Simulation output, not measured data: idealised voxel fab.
voxel self aligned vias: a process module
Square cells of 5 nm make up the cross-section cut, whose width is 205 nm.
Bands, listed from the top down, are how a cross-section gets written in this document; the cross-section itself is a grid of square cells, and a band is one or more rows of them.
Top, bottom (nm), then materials left to right with widths (nm); lone material tagged "throughout" fills the whole band edge to edge; "air" = empty space.
Where do heights start? At 0: under that level the wafer as delivered is made of one material only. And the lowest band has no floor; it just carries on downward, as in "z 0 and below".
Note: "30 to 40" means the width goes from the first number (top row of the band) to the second number (bottom row) in equal steps per row of cells.
Where a step carries "changes: none", the cross-section came out of it unchanged, cell for cell.
Enclosed voids (no open way to top), threshold 8 cells or more, entry "Enclosed voids", notation width x height at distance, distance from left edge, nm.
Formally, on a step line, whatever follows the settings is a remark that the simulator itself makes on the step.
On any step carrying a mask, the "overlay nm" setting, if present on the step's line, tells how far right of its planned place the mask lay; negative values point to the left.

THE FOLLOWING LIST GIVES THE PLANNED PROCESS STEPS
1: RECEIVE,material Si
2: CONFORMAL_DEP,material SiO2,thk nm 15
3: CONFORMAL_DEP,material SiCN,thk nm 5
4: DIRECTIONAL_DEP,material SiO2,thk nm 25
5: MASKED_ETCH,tone open,mask id LINES,width nm 20,pitch nm 70,etch materials SiO2,depth nm 25,overlay nm 0
6: CONFORMAL_DEP,material TiN,thk nm 5
7: FILL_DEP,material W,thk nm 10
8: CMP,height nm 45
9: SELECTIVE_ETCH,etch materials W Ru TiN,depth nm 5
10: FILL_DEP,material SiN,thk nm 5
11: CMP,height nm 45
12: DIRECTIONAL_DEP,material SiO2,thk nm 15
13: PATTERN,tone open,mask id VIAS,material resist,width nm 30,thk nm 20,overlay nm 0
14: DIRECTIONAL_ETCH,etch materials SiO2,depth nm 15
15: DIRECTIONAL_ETCH,etch materials SiN,depth nm 5
16: STRIP,etch materials resist
17: CONFORMAL_DEP,material TiN,thk nm 5
18: FILL_DEP,material W,thk nm 5
19: CMP,height nm 60
20: CONFORMAL_DEP,material SiN,thk nm 5
Quick note for whoever runs this: the wafers start identical, but the width nm at step 13 isn't the same across them. The plan just shows what the first wafer had.

THE FIRST OF SEVERAL WAFERS AS RECEIVED, SHOWN IN CROSS-SECTION; THIS IS ITS STATE AFTER STEP 1
  z 0 and below: Si throughout
  Enclosed voids: none

THE FOLLOWING TABLE CONTAINS A ROW PER WAFER, IN WHICH ARE REPORTED, AT THE CONCLUSION OF THE MODULE, THE CELLS OF EACH MATERIAL GAINED (+) OR LOST (-) SINCE THE WAFER'S RECEIPT, WITH ITS CLOSED VOIDS GIVEN THEREAFTER
width nm 30, +41 SiCN, +45 SiN, +393 SiO2, +32 TiN, +22 W, Enclosed voids: none
width nm 35, +41 SiCN, +45 SiN, +390 SiO2, +33 TiN, +24 W, Enclosed voids: none
width nm 40, +41 SiCN, +45 SiN, +387 SiO2, +34 TiN, +26 W, Enclosed voids: none
width nm 45, +41 SiCN, +45 SiN, +384 SiO2, +35 TiN, +28 W, Enclosed voids: none
width nm 50, +41 SiCN, +45 SiN, +381 SiO2, +36 TiN, +30 W, Enclosed voids: none
width nm 55, +41 SiCN, +45 SiN, +378 SiO2, +37 TiN, +32 W, Enclosed voids: none
